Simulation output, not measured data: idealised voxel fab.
Process module heading - voxel fin reveal
Shown is cross-section cut, with a width of 275 nm and square cells of size 5 nm.
Square cells in a grid make up a cross-section in this document, and the grid is given as bands, listed from the top down, each one or more rows of cells.
The band entry comprises the height of the band's top followed by the height of its bottom, expressed in nm, and subsequently the band's materials from left to right, each stated together with its width in nm. Where a single material is marked with the word "throughout", that material fills the band from edge to edge. The word "blank" represents empty space.
Where do heights start? At 0: under that level the wafer as delivered is made of one material only. And the lowest band has no floor; it just carries on downward, as in "0 down".
The two numbers in a width such as "30->40" mark its ends across the band: the first belongs to the top row of cells, the second to the bottom row, and from each row to the next the width moves by the same amount.
"changes: none" means the step left every cell of the cross-section as it was.
"Sealed voids": sealed empty spaces, 8 cells or more, no open way to top, listed width x height at distance, with distance from the left edge and width, height and distance in nm.
Post-settings text on a step line: simulator's own remark regarding the step.
overlay nm: how far to the right of its planned place the mask lay on this masked step (negative: to the left).
# The steps planned for the process are as follows
1) RECEIVE: material Si
2) CONFORMAL_DEP: material SiN, thk nm 5
3) MASKED_ETCH: tone cover, mask id FINS, width nm 15, pitch nm 35, etch materials SiN, depth nm 5, overlay nm 0
4) MASKED_ETCH: tone cover, mask id FINS, width nm 15, pitch nm 35, etch materials Si, depth nm 40, overlay nm 0
5) OXIDIZE: depth nm 5
6) FILL_DEP: material SiO2, thk nm 15
7) CMP: height nm 5
8) SELECTIVE_ETCH: etch materials SiO2, depth nm 20
9) STRIP: etch materials SiN
# So, the first of our two wafers, run just as we planned it
# Here's what the wafer looked like in cross-section when it arrived - that's after step 1
- 0 down = Si throughout
- Sealed voids: none
# Wafer after step 2 (cross-section)
- 5 to 0 = SiN throughout
- Everything under 0 stays put, no change at all.
# Wafer after step 3 (cross-section)
- 5 to 0 = blank=75 / SiN=15 / blank=20 / SiN=15 / blank=20 / SiN=15 / blank=20 / SiN=15 / blank=80
- Everything under 0 stays put, no change at all.
# Wafer after step 4 (cross-section)
- 5 to 0 = blank=75 / SiN=15 / blank=20 / SiN=15 / blank=20 / SiN=15 / blank=20 / SiN=15 / blank=80
- 0 to -40 = blank=75 / Si=15 / blank=20 / Si=15 / blank=20 / Si=15 / blank=20 / Si=15 / blank=80
- Everything under -40 stays put, no change at all.
# Wafer after step 5 (cross-section)
- 5 to 0 = blank=75 / SiN=15 / blank=20 / SiN=15 / blank=20 / SiN=15 / blank=20 / SiN=15 / blank=80
- 0 to -40 = blank=75 / SiO2=5 / Si=5 / SiO2=5 / blank=20 / SiO2=5 / Si=5 / SiO2=5 / blank=20 / SiO2=5 / Si=5 / SiO2=5 / blank=20 / SiO2=5 / Si=5 / SiO2=5 / blank=80
- -40 to -45 = SiO2=80 / Si=5 / SiO2=30 / Si=5 / SiO2=30 / Si=5 / SiO2=30 / Si=5 / SiO2=85
- Everything under -45 stays put, no change at all.
# Wafer after step 6 (cross-section)
- 20 to 5 = SiO2 throughout
- 5 to 0 = SiO2=75 / SiN=15 / SiO2=20 / SiN=15 / SiO2=20 / SiN=15 / SiO2=20 / SiN=15 / SiO2=80
- 0 to -45 = SiO2=80 / Si=5 / SiO2=30 / Si=5 / SiO2=30 / Si=5 / SiO2=30 / Si=5 / SiO2=85
- Everything under -45 stays put, no change at all.
# Wafer after step 7 (cross-section)
- 5 to 0 = SiO2=75 / SiN=15 / SiO2=20 / SiN=15 / SiO2=20 / SiN=15 / SiO2=20 / SiN=15 / SiO2=80
- Everything under 0 stays put, no change at all.
# Wafer after step 8 (cross-section)
- 5 to 0 = blank=75 / SiN=15 / blank=20 / SiN=15 / blank=20 / SiN=15 / blank=20 / SiN=15 / blank=80
- 0 to -15 = blank=80 / Si=5 / blank=30 / Si=5 / blank=30 / Si=5 / blank=30 / Si=5 / blank=85
- Everything under -15 stays put, no change at all.
# Wafer after step 9 (cross-section)
- 0 to -15 = blank=80 / Si=5 / blank=30 / Si=5 / blank=30 / Si=5 / blank=30 / Si=5 / blank=85
- Everything under -15 stays put, no change at all.
# Here the second wafer is described. Its start and its plan were those of the first wafer. Its run contained one mistake. Up to and including step 3, it did exactly what the first wafer did
# The second wafer in cross-section, at the planned close of step 4
- 5 to 0 = blank=75 / SiN=15 / blank=20 / SiN=15 / blank=20 / SiN=15 / blank=20 / SiN=15 / blank=80
- 0 to -45 = blank=75 / Si=15 / blank=20 / Si=15 / blank=20 / Si=15 / blank=20 / Si=15 / blank=80
- Everything under -45 stays put, no change at all.
# The second wafer in cross-section, at the planned close of step 5
- 5 to 0 = blank=75 / SiN=15 / blank=20 / SiN=15 / blank=20 / SiN=15 / blank=20 / SiN=15 / blank=80
- 0 to -45 = blank=75 / SiO2=5 / Si=5 / SiO2=5 / blank=20 / SiO2=5 / Si=5 / SiO2=5 / blank=20 / SiO2=5 / Si=5 / SiO2=5 / blank=20 / SiO2=5 / Si=5 / SiO2=5 / blank=80
- -45 to -50 = SiO2=80 / Si=5 / SiO2=30 / Si=5 / SiO2=30 / Si=5 / SiO2=30 / Si=5 / SiO2=85
- Everything under -50 stays put, no change at all.
# The second wafer in cross-section, at the planned close of step 6
- 20 to 5 = SiO2 throughout
- 5 to 0 = SiO2=75 / SiN=15 / SiO2=20 / SiN=15 / SiO2=20 / SiN=15 / SiO2=20 / SiN=15 / SiO2=80
- 0 to -50 = SiO2=80 / Si=5 / SiO2=30 / Si=5 / SiO2=30 / Si=5 / SiO2=30 / Si=5 / SiO2=85
- Everything under -50 stays put, no change at all.
# The second wafer in cross-section, at the planned close of step 7
- 5 to 0 = SiO2=75 / SiN=15 / SiO2=20 / SiN=15 / SiO2=20 / SiN=15 / SiO2=20 / SiN=15 / SiO2=80
- Everything under 0 stays put, no change at all.
# The second wafer in cross-section, at the planned close of step 8
- 5 to 0 = blank=75 / SiN=15 / blank=20 / SiN=15 / blank=20 / SiN=15 / blank=20 / SiN=15 / blank=80
- 0 to -15 = blank=80 / Si=5 / blank=30 / Si=5 / blank=30 / Si=5 / blank=30 / Si=5 / blank=85
- Everything under -15 stays put, no change at all.
# The second wafer in cross-section, at the planned close of step 9
- 0 to -15 = blank=80 / Si=5 / blank=30 / Si=5 / blank=30 / Si=5 / blank=30 / Si=5 / blank=85
- Everything under -15 stays put, no change at all.
Which mistake was made when the wafer was run? step 4 did not use the planned setting and instead ran as MASKED_ETCH: tone cover, mask id FINS, width nm 15, pitch nm 35, etch materials Si, depth nm 45, overlay nm 0
The second wafer ends with more or fewer cells of some materials than the first, per final count: Si: 51 fewer | SiO2: 51 more
